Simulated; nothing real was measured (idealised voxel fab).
This section sets out a process module, namely voxel local oxidation.
It is cross-section cut that appears here, measuring 255 nm in width, its square cells being 5 nm in size.
Reading order for cross-sections: top band down to bottom band. Underlying form: a grid of square cells. Band size: one or more rows of cells. Per band: top height and bottom height in nm, followed by the left-to-right materials and their widths in nm; "everywhere" marks a single material spanning edge to edge, "empty" marks empty space. Convention: height 0 is the level below which the wafer, as received, is all one material. The lowest band does not terminate at the bottom but continues downward, represented as "top 0, no bottom". Quick explanation for "30 to 40": the width changes in equal steps down the rows of cells, from the first number in the band's top row to the second number in its bottom row. Where a step carries "identical to before", the cross-section came out of it unchanged, cell for cell. In the "Closed empty spaces" entry, you get each enclosed empty space of 8 cells or more, one with no open way to the top, written width x height at distance, distance from the left edge, in nm. Past the settings on a step's line: simulator remark, on that step. What "overlay nm" on a step's line means: if the step has a mask, that mask lay this far to the right of its planned place, or, when the value is negative, to the left.

**List of planned process steps**
1 op RECEIVE | material Si
2 op CONFORMAL_DEP | material SiO2 | thk nm 5
3 op CONFORMAL_DEP | material SiN | thk nm 5
4 op PATTERN | tone cover | mask id ACTIVE | material resist | width nm 95 | pitch nm 120 | thk nm 20 | overlay nm 0
5 op DIRECTIONAL_ETCH | etch materials SiN | depth nm 10
6 op STRIP | etch materials resist
7 op SELECTIVE_ETCH | etch materials SiO2 | depth nm 5
8 op OXIDIZE | depth nm 10
9 op STRIP | etch materials SiN
For clarity, it should be stated that the wafers under discussion commence in an identical condition and differ with respect to the thk nm of step 3, the plan indicating the value that the first wafer had.

**Cross-section of the first of several wafers on receipt, reflecting completion of step 1**
> top 0, no bottom = Si everywhere
> Closed empty spaces: none

**first wafer at the end, after step 9**
> top 5, bottom 0 = 25 nm empty  85 nm SiO2  35 nm empty  85 nm SiO2  25 nm empty
> top 0, bottom -10 = 35 nm SiO2  65 nm Si  55 nm SiO2  65 nm Si  35 nm SiO2
> top -10, no bottom = Si everywhere
> Closed empty spaces: none

**The final wafer, sectioned at module end**
> top 5, bottom 0 = SiO2 everywhere
> top 0, no bottom = Si everywhere
> Closed empty spaces: none

**Table: wafers, a row each; end-of-module cell change per material since receipt, gain (+), loss (-); then closed voids**
thk nm 5; -50 Si; +84 SiO2; Closed empty spaces: none
thk nm 10; -50 Si; +84 SiO2; Closed empty spaces: none
thk nm 15; +51 SiO2; Closed empty spaces: none
thk nm 20; +51 SiO2; Closed empty spaces: none
thk nm 25; +51 SiO2; Closed empty spaces: none
